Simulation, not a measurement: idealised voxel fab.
Process module heading - voxel ribs on slabs
Section shown: cut. Width: 275 nm. Cell size: 5 nm, square.
A cross-section is a grid of square cells, given in bands from the top down. A band is one or more rows of cells. Read a band's entry like this: the first values are the height of its top and the height of its bottom in nm, and what follows is the sequence of materials from left to right, each with its width in nm. Note that "air" is empty space, and that a single material marked "all across" reaches across the band from edge to edge. Below 0: as-received wafer, all one material; heights counted from there. Lowest band: no bottom, goes on down, written "0 nm and below". Top row gets the first number, bottom row gets the second, and each row in between changes by the same step: that is how a band width like "30..40" works. For the purposes of this document, the phrase "left unchanged" attached to a step denotes that no cell within the cross-section was modified by that step. "Enclosed voids": sealed empty spaces, 8 cells or more, no open way to top, listed width x height at distance, with distance from the left edge and width, height and distance in nm. after a step's settings: what the simulator itself notes on the step. The setting "overlay nm" may be written on the line of a step. When the step uses a mask, the value reports how far to the right of the planned place the mask lay, and a negative value reports that it lay to the left.

Plan:
1: RECEIVE [material Si]
2: DIRECTIONAL_DEP [material SiO2] [thk nm 25]
3: DIRECTIONAL_DEP [material SiN] [thk nm 25]
4: PATTERN [tone cover] [mask id RIB] [material resist] [width nm 25] [thk nm 15] [overlay nm 0]
5: DIRECTIONAL_ETCH [etch materials SiN] [depth nm 20]
6: STRIP [etch materials resist]
7: MASKED_ETCH [tone cover] [mask id SLAB] [width nm 85] [etch materials SiN] [depth nm 5] [overlay nm 0]
8: FILL_DEP [material SiO2] [thk nm 25]
9: CMP [height nm 70]
10: DIRECTIONAL_DEP [material W] [thk nm 5]
11: MASKED_ETCH [tone cover] [mask id HEATER] [width nm 35] [etch materials W] [depth nm 5] [overlay nm 0]
12: CONFORMAL_DEP [material SiO2] [thk nm 10]

First of two wafers - as planned:

Cross-section, incoming material, after step 1:
	0 nm and below  Si all across
	Enclosed voids: none

You're looking at a cross-section of the wafer after step 2:
	25 nm to 0 nm  SiO2 all across
	At heights below 0, the structure remains unaltered.

You're looking at a cross-section of the wafer after step 3:
	50 nm to 25 nm  SiN all across
	At heights below 25, the structure remains unaltered.

You're looking at a cross-section of the wafer after step 4:
	65 nm to 50 nm  air (125); resist (25); air (125)
	At heights below 50, the structure remains unaltered.

You're looking at a cross-section of the wafer after step 5:
	65 nm to 50 nm  air (125); resist (25); air (125)
	50 nm to 30 nm  air (125); SiN (25); air (125)
	At heights below 30, the structure remains unaltered.

You're looking at a cross-section of the wafer after step 6:
	50 nm to 30 nm  air (125); SiN (25); air (125)
	At heights below 30, the structure remains unaltered.

You're looking at a cross-section of the wafer after step 7:
	50 nm to 30 nm  air (125); SiN (25); air (125)
	30 nm to 25 nm  air (95); SiN (85); air (95)
	At heights below 25, the structure remains unaltered.

You're looking at a cross-section of the wafer after step 8:
	75 nm to 50 nm  SiO2 all across
	50 nm to 30 nm  SiO2 (125); SiN (25); SiO2 (125)
	30 nm to 25 nm  SiO2 (95); SiN (85); SiO2 (95)
	At heights below 25, the structure remains unaltered.

You're looking at a cross-section of the wafer after step 9:
	70 nm to 50 nm  SiO2 all across
	At heights below 50, the structure remains unaltered.

You're looking at a cross-section of the wafer after step 10:
	75 nm to 70 nm  W all across
	At heights below 70, the structure remains unaltered.

You're looking at a cross-section of the wafer after step 11:
	75 nm to 70 nm  air (120); W (35); air (120)
	At heights below 70, the structure remains unaltered.

You're looking at a cross-section of the wafer after step 12:
	85 nm to 80 nm  air (110); SiO2 (55); air (110)
	80 nm to 75 nm  SiO2 all across
	75 nm to 70 nm  SiO2 (120); W (35); SiO2 (120)
	At heights below 70, the structure remains unaltered.

Second of two: same start, same plan, one run error; steps up to and including 1 match the first:

At the planned end of step 2, the second wafer in cross-section:
	25 nm to 0 nm  SiN all across
	At heights below 0, the structure remains unaltered.

At the planned end of step 3, the second wafer in cross-section:
	50 nm to 25 nm  SiO2 all across
	At heights below 25, the structure remains unaltered.

At the planned end of step 4, the second wafer in cross-section:
	65 nm to 50 nm  air (125); resist (25); air (125)
	At heights below 50, the structure remains unaltered.

At the planned end of step 5, the second wafer in cross-section: left unchanged

At the planned end of step 6, the second wafer in cross-section:
	50 nm to 25 nm  SiO2 all across
	At heights below 25, the structure remains unaltered.

At the planned end of step 7, the second wafer in cross-section: left unchanged

At the planned end of step 8, the second wafer in cross-section:
	75 nm to 25 nm  SiO2 all across
	At heights below 25, the structure remains unaltered.

At the planned end of step 9, the second wafer in cross-section:
	70 nm to 25 nm  SiO2 all across
	At heights below 25, the structure remains unaltered.

At the planned end of step 10, the second wafer in cross-section:
	75 nm to 70 nm  W all across
	At heights below 70, the structure remains unaltered.

At the planned end of step 11, the second wafer in cross-section:
	75 nm to 70 nm  air (120); W (35); air (120)
	At heights below 70, the structure remains unaltered.

At the planned end of step 12, the second wafer in cross-section:
	85 nm to 80 nm  air (110); SiO2 (55); air (110)
	80 nm to 75 nm  SiO2 all across
	75 nm to 70 nm  SiO2 (120); W (35); SiO2 (120)
	At heights below 70, the structure remains unaltered.
Here's what went sideways: a sequencing error occurred in which plan steps 2 and 3 were transposed
Wrapping up, a cell-based count of both wafers puts the second over or under the first for these materials: +238 SiN, -238 SiO2
